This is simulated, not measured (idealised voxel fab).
process module | voxel wiring stack
cross-section cut | 300 nm wide | cells 5 nm
A cross-section is a grid of square cells, given in bands from the top down. A band is one or more rows of cells.
Each band's line starts with the height of the band's top and of its bottom, in nm. Then come its materials from left to right, each with its width in nm. One material with "throughout" fills the band from edge to edge. "air" is empty space.
Height 0 is the level under which the wafer as received is all one material. The lowest band goes on downwards, as in "0 down".
A width such as "30 to 40" changes by the same amount from each row of cells to the next, from the band's top row to its bottom row.
"no change" after a step means that no cell of the cross-section changed.
closed voids: empty space of 8 cells or more with no open way to the top, each as width x height at its distance from the left edge, in nm
after a step's settings: what the simulator itself notes on the step
overlay nm, on a step with a mask: how far to the right of its planned place the mask lay; to the left if negative
plan
1 op RECEIVE | material Si
2 op CONFORMAL_DEP | material SiO2 | thk nm 15
3 op DIRECTIONAL_DEP | material TiN | thk nm 5
4 op DIRECTIONAL_DEP | material W | thk nm 25
5 op DIRECTIONAL_DEP | material aC | thk nm 15
6 op PATTERN | tone cover | mask id METAL_1 | material resist | width nm 30 | pitch nm 50 | thk nm 35 | overlay nm 0
7 op DIRECTIONAL_ETCH | etch materials aC | depth nm 15
8 op STRIP | etch materials resist
9 op DIRECTIONAL_ETCH | etch materials W | depth nm 25
10 op DIRECTIONAL_ETCH | etch materials TiN | depth nm 5
11 op STRIP | etch materials aC
12 op CONFORMAL_DEP | material SiCN | thk nm 5
13 op FILL_DEP | material lowk | thk nm 10
14 op CMP | height nm 45
15 op CONFORMAL_DEP | material SiCN | thk nm 5
16 op DIRECTIONAL_DEP | material SiO2 | thk nm 15
17 op DIRECTIONAL_DEP | material aC | thk nm 10
18 op PATTERN | tone open | mask id PLUG_1 | material resist | width nm 15 | pitch nm 50 | thk nm 30 | overlay nm 0
19 op DIRECTIONAL_ETCH | etch materials aC | depth nm 10
20 op STRIP | etch materials resist
21 op DIRECTIONAL_ETCH | etch materials SiO2 | depth nm 15
22 op DIRECTIONAL_ETCH | etch materials SiCN | depth nm 5
23 op STRIP | etch materials aC
24 op EPI | material Ru | thk nm 10
25 op EPI | material Ru | thk nm 10
26 op DIRECTIONAL_DEP | material TiN | thk nm 5
27 op DIRECTIONAL_DEP | material Ru | thk nm 15
28 op PATTERN | tone cover | mask id METAL_2 | material resist | width nm 30 | pitch nm 50 | thk nm 15 | overlay nm 0
29 op DIRECTIONAL_ETCH | etch materials Ru | depth nm 15
30 op DIRECTIONAL_ETCH | etch materials TiN | depth nm 5
31 op STRIP | etch materials resist
32 op CONFORMAL_DEP | material SiN | thk nm 5
33 op FILL_DEP | material lowk | thk nm 10
34 op CMP | height nm 85
35 op CONFORMAL_DEP | material SiN | thk nm 5
as received, after step 1
  0 down: Si throughout
  closed voids: none
a wafer at the end: this start, this plan, one mistake
  90 to 85: SiN throughout
  85 to 70: lowk 80 | SiN 5 | Ru 30 | SiN 5 | lowk 10 | SiN 5 | Ru 30 | SiN 5 | lowk 10 | SiN 5 | Ru 30 | SiN 5 | lowk 80
  70 to 65: SiN 85 | TiN 30 | SiN 20 | TiN 30 | SiN 20 | TiN 30 | SiN 85
  65 to 50: SiO2 80 | Ru 15 | SiO2 35 | Ru 15 | SiO2 35 | Ru 15 | SiO2 105
  50 to 45: SiCN 80 | Ru 15 | SiCN 35 | Ru 15 | SiCN 35 | Ru 15 | SiCN 105
  45 to 20: lowk 80 | SiCN 5 | W 30 | SiCN 5 | lowk 10 | SiCN 5 | W 30 | SiCN 5 | lowk 10 | SiCN 5 | W 30 | SiCN 5 | lowk 80
  20 to 15: SiCN 85 | TiN 30 | SiCN 20 | TiN 30 | SiCN 20 | TiN 30 | SiCN 85
  15 to 0: SiO2 throughout
  0 down: Si throughout
  closed voids: none
what went wrong: step 18 ran as: op PATTERN | tone open | mask id PLUG_1 | material resist | width nm 15 | pitch nm 50 | thk nm 30 | overlay nm -5
